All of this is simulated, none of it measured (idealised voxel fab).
Title: Process Module voxel wiring stack
Pictured: cross-section cut, 195 nm wide, on a grid of 5 nm square cells.
We lay out every cross-section as a grid of square cells and spell it out in bands from the top down, where one band means one or more rows of cells. What a band's entry tells you: where the top is and where the bottom is, as heights in nm, and after that what lies inside, material by material from left to right, each with its width in nm. Empty space is written as the word "blank", and a single material marked with the word "everywhere" occupies the band from edge to edge. Heights are reckoned from 0. Under this level, the received wafer is all of one material. The bottommost band is open-ended downward, for example "0 and below". The two numbers in a width such as "30..40" mark its ends across the band: the first belongs to the top row of cells, the second to the bottom row, and from each row to the next the width moves by the same amount. "no change", as given for a step, is the statement that not any cell of the cross-section underwent a change during that step. In the "Enclosed cavities" entry, you get each enclosed empty space of 8 cells or more, one with no open way to the top, written width x height at distance, distance from the left edge, in nm. Whatever follows a step's settings on its line is a remark the simulator itself makes about that step. Each step line may optionally specify "overlay nm", which for a step with a mask gives the rightward distance between the mask's planned place and where it lay, a negative value indicating the leftward direction.

# The planned process steps are enumerated hereunder
1,RECEIVE: material Si
2,CONFORMAL_DEP: material SiO2, thk nm 15
3,CONFORMAL_DEP: material SiN, thk nm 5
4,DIRECTIONAL_DEP: material lowk, thk nm 25
5,DIRECTIONAL_DEP: material aC, thk nm 15
6,PATTERN: tone open, mask id METAL_1, material resist, width nm 25, pitch nm 55, thk nm 35, overlay nm 0
7,DIRECTIONAL_ETCH: etch materials aC, depth nm 15
8,STRIP: etch materials resist
9,DIRECTIONAL_ETCH: etch materials lowk, depth nm 25
10,DIRECTIONAL_ETCH: etch materials SiN, depth nm 5
11,STRIP: etch materials aC
12,CONFORMAL_DEP: material TiN, thk nm 5
13,FILL_DEP: material Ru, thk nm 5
14,CMP: height nm 45
15,CONFORMAL_DEP: material SiCN, thk nm 5
16,DIRECTIONAL_DEP: material SiO2, thk nm 30
17,PATTERN: tone open, mask id METAL_2, material resist, width nm 25, pitch nm 55, thk nm 15, overlay nm 0
18,DIRECTIONAL_ETCH: etch materials SiO2, depth nm 20
19,STRIP: etch materials resist
20,DIRECTIONAL_DEP: material aC, thk nm 15
21,PATTERN: tone open, mask id METAL_2_HOLES, material resist, width nm 15, pitch nm 55, thk nm 35, overlay nm 0
22,DIRECTIONAL_ETCH: etch materials aC, depth nm 15
23,STRIP: etch materials resist
24,DIRECTIONAL_ETCH: etch materials SiO2, depth nm 10
25,DIRECTIONAL_ETCH: etch materials SiCN, depth nm 5
26,STRIP: etch materials aC
27,CONFORMAL_DEP: material TiN, thk nm 5
28,FILL_DEP: material Cu, thk nm 5
29,CMP: height nm 80
30,CONFORMAL_DEP: material SiCN, thk nm 5
31,DIRECTIONAL_DEP: material SiO2, thk nm 35
32,PATTERN: tone open, mask id METAL_3_HOLES, material resist, width nm 15, thk nm 20, overlay nm 0
33,DIRECTIONAL_ETCH: etch materials SiO2, depth nm 35
34,STRIP: etch materials resist
35,DIRECTIONAL_DEP: material aC, thk nm 15
36,PATTERN: tone open, mask id METAL_3, material resist, width nm 25, pitch nm 55, thk nm 35, overlay nm 0
37,DIRECTIONAL_ETCH: etch materials aC, depth nm 15
38,STRIP: etch materials resist
39,DIRECTIONAL_ETCH: etch materials SiO2, depth nm 20
40,DIRECTIONAL_ETCH: etch materials SiCN, depth nm 5
41,STRIP: etch materials aC
42,CONFORMAL_DEP: material TiN, thk nm 5
43,FILL_DEP: material Cu, thk nm 10
44,CMP: height nm 120
45,CONFORMAL_DEP: material SiCN, thk nm 5

# The first of the two wafers, which ran as planned

# Cross-section of the incoming wafer, state after step 1
* 0 and below: Si everywhere
* Enclosed cavities: none

# Cross-section of the wafer after step 2
* 15 down to 0: SiO2 everywhere
* All layers under 0 are left as they were.

# Cross-section of the wafer after step 3
* 20 down to 15: SiN everywhere
* All layers under 15 are left as they were.

# Cross-section of the wafer after step 4
* 45 down to 20: lowk everywhere
* All layers under 20 are left as they were.

# Cross-section of the wafer after step 5
* 60 down to 45: aC everywhere
* All layers under 45 are left as they were.

# Cross-section of the wafer after step 6
* 95 down to 60: resist 55  blank 25  resist 30  blank 25  resist 60
* All layers under 60 are left as they were.

# Cross-section of the wafer after step 7
* 80 down to 60: resist 55  blank 25  resist 30  blank 25  resist 60
* 60 down to 45: aC 55  blank 25  aC 30  blank 25  aC 60
* All layers under 45 are left as they were.

# Cross-section of the wafer after step 8
* 60 down to 45: aC 55  blank 25  aC 30  blank 25  aC 60
* All layers under 45 are left as they were.

# Cross-section of the wafer after step 9
* 60 down to 45: aC 55  blank 25  aC 30  blank 25  aC 60
* 45 down to 20: lowk 55  blank 25  lowk 30  blank 25  lowk 60
* All layers under 20 are left as they were.

# Cross-section of the wafer after step 10
* 60 down to 45: aC 55  blank 25  aC 30  blank 25  aC 60
* 45 down to 20: lowk 55  blank 25  lowk 30  blank 25  lowk 60
* 20 down to 15: SiN 55  blank 25  SiN 30  blank 25  SiN 60
* All layers under 15 are left as they were.

# Cross-section of the wafer after step 11
* 45 down to 20: lowk 55  blank 25  lowk 30  blank 25  lowk 60
* All layers under 20 are left as they were.

# Cross-section of the wafer after step 12
* 50 down to 45: TiN 60  blank 15  TiN 40  blank 15  TiN 65
* 45 down to 20: lowk 55  TiN 5  blank 15  TiN 5  lowk 30  TiN 5  blank 15  TiN 5  lowk 60
* 20 down to 15: SiN 55  TiN 25  SiN 30  TiN 25  SiN 60
* All layers under 15 are left as they were.

# Cross-section of the wafer after step 13
* 55 down to 50: Ru everywhere
* 50 down to 45: TiN 60  Ru 15  TiN 40  Ru 15  TiN 65
* 45 down to 20: lowk 55  TiN 5  Ru 15  TiN 5  lowk 30  TiN 5  Ru 15  TiN 5  lowk 60
* All layers under 20 are left as they were.

# Cross-section of the wafer after step 14
* 45 down to 20: lowk 55  TiN 5  Ru 15  TiN 5  lowk 30  TiN 5  Ru 15  TiN 5  lowk 60
* All layers under 20 are left as they were.

# Cross-section of the wafer after step 15
* 50 down to 45: SiCN everywhere
* All layers under 45 are left as they were.

# Cross-section of the wafer after step 16
* 80 down to 50: SiO2 everywhere
* All layers under 50 are left as they were.

# Cross-section of the wafer after step 17
* 95 down to 80: resist 55  blank 25  resist 30  blank 25  resist 60
* All layers under 80 are left as they were.

# Cross-section of the wafer after step 18
* 95 down to 80: resist 55  blank 25  resist 30  blank 25  resist 60
* 80 down to 60: SiO2 55  blank 25  SiO2 30  blank 25  SiO2 60
* All layers under 60 are left as they were.

# Cross-section of the wafer after step 19
* 80 down to 60: SiO2 55  blank 25  SiO2 30  blank 25  SiO2 60
* All layers under 60 are left as they were.

# Cross-section of the wafer after step 20
* 95 down to 80: aC 55  blank 25  aC 30  blank 25  aC 60
* 80 down to 75: SiO2 55  blank 25  SiO2 30  blank 25  SiO2 60
* 75 down to 60: SiO2 55  aC 25  SiO2 30  aC 25  SiO2 60
* All layers under 60 are left as they were.

# Cross-section of the wafer after step 21
* 130 down to 95: resist 55  blank 15  resist 40  blank 15  resist 70
* 95 down to 80: aC 55  blank 15  resist 10  aC 30  blank 15  resist 10  aC 60
* 80 down to 75: SiO2 55  blank 15  resist 10  SiO2 30  blank 15  resist 10  SiO2 60
* All layers under 75 are left as they were.

# Cross-section of the wafer after step 22
* 115 down to 95: resist 55  blank 15  resist 40  blank 15  resist 70
* 95 down to 80: aC 55  blank 15  resist 10  aC 30  blank 15  resist 10  aC 60
* 80 down to 75: SiO2 55  blank 15  resist 10  SiO2 30  blank 15  resist 10  SiO2 60
* 75 down to 60: SiO2 55  blank 15  aC 10  SiO2 30  blank 15  aC 10  SiO2 60
* All layers under 60 are left as they were.

# Cross-section of the wafer after step 23
* 95 down to 80: aC 55  blank 25  aC 30  blank 25  aC 60
* 80 down to 75: SiO2 55  blank 25  SiO2 30  blank 25  SiO2 60
* All layers under 75 are left as they were.

# Cross-section of the wafer after step 24
* 95 down to 80: aC 55  blank 25  aC 30  blank 25  aC 60
* 80 down to 75: SiO2 55  blank 25  SiO2 30  blank 25  SiO2 60
* 75 down to 60: SiO2 55  blank 15  aC 10  SiO2 30  blank 15  aC 10  SiO2 60
* 60 down to 50: SiO2 55  blank 15  SiO2 40  blank 15  SiO2 70
* All layers under 50 are left as they were.

# Cross-section of the wafer after step 25
* 95 down to 80: aC 55  blank 25  aC 30  blank 25  aC 60
* 80 down to 75: SiO2 55  blank 25  SiO2 30  blank 25  SiO2 60
* 75 down to 60: SiO2 55  blank 15  aC 10  SiO2 30  blank 15  aC 10  SiO2 60
* 60 down to 50: SiO2 55  blank 15  SiO2 40  blank 15  SiO2 70
* 50 down to 45: SiCN 55  blank 15  SiCN 40  blank 15  SiCN 70
* All layers under 45 are left as they were.

# Cross-section of the wafer after step 26
* 80 down to 60: SiO2 55  blank 25  SiO2 30  blank 25  SiO2 60
* All layers under 60 are left as they were.

# Cross-section of the wafer after step 27
* 85 down to 80: TiN 60  blank 15  TiN 40  blank 15  TiN 65
* 80 down to 65: SiO2 55  TiN 5  blank 15  TiN 5  SiO2 30  TiN 5  blank 15  TiN 5  SiO2 60
* 65 down to 60: SiO2 55  TiN 5  blank 5  TiN 15  SiO2 30  TiN 5  blank 5  TiN 15  SiO2 60
* 60 down to 50: SiO2 55  TiN 5  blank 5  TiN 5  SiO2 40  TiN 5  blank 5  TiN 5  SiO2 70
* 50 down to 45: SiCN 55  TiN 15  SiCN 40  TiN 15  SiCN 70
* All layers under 45 are left as they were.

# Cross-section of the wafer after step 28
* 90 down to 85: Cu everywhere
* 85 down to 80: TiN 60  Cu 15  TiN 40  Cu 15  TiN 65
* 80 down to 65: SiO2 55  TiN 5  Cu 15  TiN 5  SiO2 30  TiN 5  Cu 15  TiN 5  SiO2 60
* 65 down to 60: SiO2 55  TiN 5  Cu 5  TiN 15  SiO2 30  TiN 5  Cu 5  TiN 15  SiO2 60
* 60 down to 50: SiO2 55  TiN 5  Cu 5  TiN 5  SiO2 40  TiN 5  Cu 5  TiN 5  SiO2 70
* All layers under 50 are left as they were.

# Cross-section of the wafer after step 29
* 80 down to 65: SiO2 55  TiN 5  Cu 15  TiN 5  SiO2 30  TiN 5  Cu 15  TiN 5  SiO2 60
* All layers under 65 are left as they were.

# Cross-section of the wafer after step 30
* 85 down to 80: SiCN everywhere
* All layers under 80 are left as they were.

# Cross-section of the wafer after step 31
* 120 down to 85: SiO2 everywhere
* All layers under 85 are left as they were.

# Cross-section of the wafer after step 32
* 140 down to 120: resist 55  blank 15  resist 125
* All layers under 120 are left as they were.

# Cross-section of the wafer after step 33
* 140 down to 120: resist 55  blank 15  resist 125
* 120 down to 85: SiO2 55  blank 15  SiO2 125
* All layers under 85 are left as they were.

# Cross-section of the wafer after step 34
* 120 down to 85: SiO2 55  blank 15  SiO2 125
* All layers under 85 are left as they were.

# Cross-section of the wafer after step 35
* 135 down to 120: aC 55  blank 15  aC 125
* 120 down to 100: SiO2 55  blank 15  SiO2 125
* 100 down to 85: SiO2 55  aC 15  SiO2 125
* All layers under 85 are left as they were.

# Cross-section of the wafer after step 36
* 170 down to 135: resist 55  blank 25  resist 30  blank 25  resist 60
* All layers under 135 are left as they were.

# Cross-section of the wafer after step 37
* 155 down to 135: resist 55  blank 25  resist 30  blank 25  resist 60
* 135 down to 120: aC 55  blank 25  aC 30  blank 25  aC 60
* 120 down to 85: SiO2 55  blank 15  SiO2 125
* All layers under 85 are left as they were.

# Cross-section of the wafer after step 38
* 135 down to 120: aC 55  blank 25  aC 30  blank 25  aC 60
* All layers under 120 are left as they were.

# Cross-section of the wafer after step 39
* 135 down to 120: aC 55  blank 25  aC 30  blank 25  aC 60
* 120 down to 100: SiO2 55  blank 25  SiO2 30  blank 25  SiO2 60
* All layers under 100 are left as they were.

# Cross-section of the wafer after step 40
* 135 down to 120: aC 55  blank 25  aC 30  blank 25  aC 60
* 120 down to 100: SiO2 55  blank 25  SiO2 30  blank 25  SiO2 60
* 100 down to 85: SiO2 55  blank 15  SiO2 125
* 85 down to 80: SiCN 55  blank 15  SiCN 125
* All layers under 80 are left as they were.

# Cross-section of the wafer after step 41
* 120 down to 100: SiO2 55  blank 25  SiO2 30  blank 25  SiO2 60
* All layers under 100 are left as they were.

# Cross-section of the wafer after step 42
* 125 down to 120: TiN 60  blank 15  TiN 40  blank 15  TiN 65
* 120 down to 105: SiO2 55  TiN 5  blank 15  TiN 5  SiO2 30  TiN 5  blank 15  TiN 5  SiO2 60
* 105 down to 100: SiO2 55  TiN 5  blank 5  TiN 15  SiO2 30  TiN 25  SiO2 60
* 100 down to 85: SiO2 55  TiN 5  blank 5  TiN 5  SiO2 125
* 85 down to 80: SiCN 55  TiN 15  SiCN 125
* All layers under 80 are left as they were.

# Cross-section of the wafer after step 43
* 135 down to 125: Cu everywhere
* 125 down to 120: TiN 60  Cu 15  TiN 40  Cu 15  TiN 65
* 120 down to 105: SiO2 55  TiN 5  Cu 15  TiN 5  SiO2 30  TiN 5  Cu 15  TiN 5  SiO2 60
* 105 down to 100: SiO2 55  TiN 5  Cu 5  TiN 15  SiO2 30  TiN 25  SiO2 60
* 100 down to 85: SiO2 55  TiN 5  Cu 5  TiN 5  SiO2 125
* All layers under 85 are left as they were.

# Cross-section of the wafer after step 44
* 120 down to 105: SiO2 55  TiN 5  Cu 15  TiN 5  SiO2 30  TiN 5  Cu 15  TiN 5  SiO2 60
* All layers under 105 are left as they were.

# Cross-section of the wafer after step 45
* 125 down to 120: SiCN everywhere
* All layers under 120 are left as they were.

# Wafer two: like wafer one in start and plan, but with one mistake in execution; identical up to and including step 15

# Here is the second wafer in cross-section at the point where step 16 of the plan should have been done
* 110 down to 50: SiO2 everywhere
* All layers under 50 are left as they were.

# Here is the second wafer in cross-section at the point where step 17 of the plan should have been done
* 125 down to 110: resist 55  blank 25  resist 30  blank 25  resist 60
* All layers under 110 are left as they were.

# Here is the second wafer in cross-section at the point where step 18 of the plan should have been done
* 125 down to 110: resist 55  blank 25  resist 30  blank 25  resist 60
* 110 down to 90: SiO2 55  blank 25  SiO2 30  blank 25  SiO2 60
* All layers under 90 are left as they were.

# Here is the second wafer in cross-section at the point where step 19 of the plan should have been done
* 110 down to 90: SiO2 55  blank 25  SiO2 30  blank 25  SiO2 60
* All layers under 90 are left as they were.

# Here is the second wafer in cross-section at the point where step 20 of the plan should have been done
* 125 down to 110: aC 55  blank 25  aC 30  blank 25  aC 60
* 110 down to 105: SiO2 55  blank 25  SiO2 30  blank 25  SiO2 60
* 105 down to 90: SiO2 55  aC 25  SiO2 30  aC 25  SiO2 60
* All layers under 90 are left as they were.

# Here is the second wafer in cross-section at the point where step 21 of the plan should have been done
* 160 down to 125: resist 55  blank 15  resist 40  blank 15  resist 70
* 125 down to 110: aC 55  blank 15  resist 10  aC 30  blank 15  resist 10  aC 60
* 110 down to 105: SiO2 55  blank 15  resist 10  SiO2 30  blank 15  resist 10  SiO2 60
* All layers under 105 are left as they were.

# Here is the second wafer in cross-section at the point where step 22 of the plan should have been done
* 145 down to 125: resist 55  blank 15  resist 40  blank 15  resist 70
* 125 down to 110: aC 55  blank 15  resist 10  aC 30  blank 15  resist 10  aC 60
* 110 down to 105: SiO2 55  blank 15  resist 10  SiO2 30  blank 15  resist 10  SiO2 60
* 105 down to 90: SiO2 55  blank 15  aC 10  SiO2 30  blank 15  aC 10  SiO2 60
* All layers under 90 are left as they were.

# Here is the second wafer in cross-section at the point where step 23 of the plan should have been done
* 125 down to 110: aC 55  blank 25  aC 30  blank 25  aC 60
* 110 down to 105: SiO2 55  blank 25  SiO2 30  blank 25  SiO2 60
* All layers under 105 are left as they were.

# Here is the second wafer in cross-section at the point where step 24 of the plan should have been done
* 125 down to 110: aC 55  blank 25  aC 30  blank 25  aC 60
* 110 down to 105: SiO2 55  blank 25  SiO2 30  blank 25  SiO2 60
* 105 down to 90: SiO2 55  blank 15  aC 10  SiO2 30  blank 15  aC 10  SiO2 60
* 90 down to 80: SiO2 55  blank 15  SiO2 40  blank 15  SiO2 70
* All layers under 80 are left as they were.

Here is the second wafer in cross-section at the point where step 25 of the plan should have been done: no change

# Here is the second wafer in cross-section at the point where step 26 of the plan should have been done
* 110 down to 90: SiO2 55  blank 25  SiO2 30  blank 25  SiO2 60
* All layers under 90 are left as they were.

# Here is the second wafer in cross-section at the point where step 27 of the plan should have been done
* 115 down to 110: TiN 60  blank 15  TiN 40  blank 15  TiN 65
* 110 down to 95: SiO2 55  TiN 5  blank 15  TiN 5  SiO2 30  TiN 5  blank 15  TiN 5  SiO2 60
* 95 down to 85: SiO2 55  TiN 5  blank 5  TiN 15..5  SiO2 30..40  TiN 5  blank 5  TiN 15..5  SiO2 60..70
* 85 down to 80: SiO2 55  TiN 15  SiO2 40  TiN 15  SiO2 70
* All layers under 80 are left as they were.

# Here is the second wafer in cross-section at the point where step 28 of the plan should have been done
* 120 down to 115: Cu everywhere
* 115 down to 110: TiN 60  Cu 15  TiN 40  Cu 15  TiN 65
* 110 down to 95: SiO2 55  TiN 5  Cu 15  TiN 5  SiO2 30  TiN 5  Cu 15  TiN 5  SiO2 60
* 95 down to 85: SiO2 55  TiN 5  Cu 5  TiN 15..5  SiO2 30..40  TiN 5  Cu 5  TiN 15..5  SiO2 60..70
* All layers under 85 are left as they were.

# Here is the second wafer in cross-section at the point where step 29 of the plan should have been done
* 80 down to 50: SiO2 everywhere
* All layers under 50 are left as they were.

# Here is the second wafer in cross-section at the point where step 30 of the plan should have been done
* 85 down to 80: SiCN everywhere
* All layers under 80 are left as they were.

# Here is the second wafer in cross-section at the point where step 31 of the plan should have been done
* 120 down to 85: SiO2 everywhere
* All layers under 85 are left as they were.

# Here is the second wafer in cross-section at the point where step 32 of the plan should have been done
* 140 down to 120: resist 55  blank 15  resist 125
* All layers under 120 are left as they were.

# Here is the second wafer in cross-section at the point where step 33 of the plan should have been done
* 140 down to 120: resist 55  blank 15  resist 125
* 120 down to 85: SiO2 55  blank 15  SiO2 125
* All layers under 85 are left as they were.

# Here is the second wafer in cross-section at the point where step 34 of the plan should have been done
* 120 down to 85: SiO2 55  blank 15  SiO2 125
* All layers under 85 are left as they were.

# Here is the second wafer in cross-section at the point where step 35 of the plan should have been done
* 135 down to 120: aC 55  blank 15  aC 125
* 120 down to 100: SiO2 55  blank 15  SiO2 125
* 100 down to 85: SiO2 55  aC 15  SiO2 125
* All layers under 85 are left as they were.

# Here is the second wafer in cross-section at the point where step 36 of the plan should have been done
* 170 down to 135: resist 55  blank 25  resist 30  blank 25  resist 60
* All layers under 135 are left as they were.

# Here is the second wafer in cross-section at the point where step 37 of the plan should have been done
* 155 down to 135: resist 55  blank 25  resist 30  blank 25  resist 60
* 135 down to 120: aC 55  blank 25  aC 30  blank 25  aC 60
* 120 down to 85: SiO2 55  blank 15  SiO2 125
* All layers under 85 are left as they were.

# Here is the second wafer in cross-section at the point where step 38 of the plan should have been done
* 135 down to 120: aC 55  blank 25  aC 30  blank 25  aC 60
* All layers under 120 are left as they were.

# Here is the second wafer in cross-section at the point where step 39 of the plan should have been done
* 135 down to 120: aC 55  blank 25  aC 30  blank 25  aC 60
* 120 down to 100: SiO2 55  blank 25  SiO2 30  blank 25  SiO2 60
* All layers under 100 are left as they were.

# Here is the second wafer in cross-section at the point where step 40 of the plan should have been done
* 135 down to 120: aC 55  blank 25  aC 30  blank 25  aC 60
* 120 down to 100: SiO2 55  blank 25  SiO2 30  blank 25  SiO2 60
* 100 down to 85: SiO2 55  blank 15  SiO2 125
* 85 down to 80: SiCN 55  blank 15  SiCN 125
* All layers under 80 are left as they were.

# Here is the second wafer in cross-section at the point where step 41 of the plan should have been done
* 120 down to 100: SiO2 55  blank 25  SiO2 30  blank 25  SiO2 60
* All layers under 100 are left as they were.

# Here is the second wafer in cross-section at the point where step 42 of the plan should have been done
* 125 down to 120: TiN 60  blank 15  TiN 40  blank 15  TiN 65
* 120 down to 105: SiO2 55  TiN 5  blank 15  TiN 5  SiO2 30  TiN 5  blank 15  TiN 5  SiO2 60
* 105 down to 100: SiO2 55  TiN 5  blank 5  TiN 15  SiO2 30  TiN 25  SiO2 60
* 100 down to 85: SiO2 55  TiN 5  blank 5  TiN 5  SiO2 125
* 85 down to 80: SiCN 55  TiN 15  SiCN 125
* All layers under 80 are left as they were.

# Here is the second wafer in cross-section at the point where step 43 of the plan should have been done
* 135 down to 125: Cu everywhere
* 125 down to 120: TiN 60  Cu 15  TiN 40  Cu 15  TiN 65
* 120 down to 105: SiO2 55  TiN 5  Cu 15  TiN 5  SiO2 30  TiN 5  Cu 15  TiN 5  SiO2 60
* 105 down to 100: SiO2 55  TiN 5  Cu 5  TiN 15  SiO2 30  TiN 25  SiO2 60
* 100 down to 85: SiO2 55  TiN 5  Cu 5  TiN 5  SiO2 125
* All layers under 85 are left as they were.

# Here is the second wafer in cross-section at the point where step 44 of the plan should have been done
* 120 down to 105: SiO2 55  TiN 5  Cu 15  TiN 5  SiO2 30  TiN 5  Cu 15  TiN 5  SiO2 60
* All layers under 105 are left as they were.

# Here is the second wafer in cross-section at the point where step 45 of the plan should have been done
* 125 down to 120: SiCN everywhere
* All layers under 120 are left as they were.
Where did the run depart from the plan? step 16 of the plan was twice carried out
Heads up, by the end the second wafer has more or fewer cells of some materials compared to the first: 24 fewer of Cu; 6 more of SiCN; 52 more of SiO2; 34 fewer of TiN
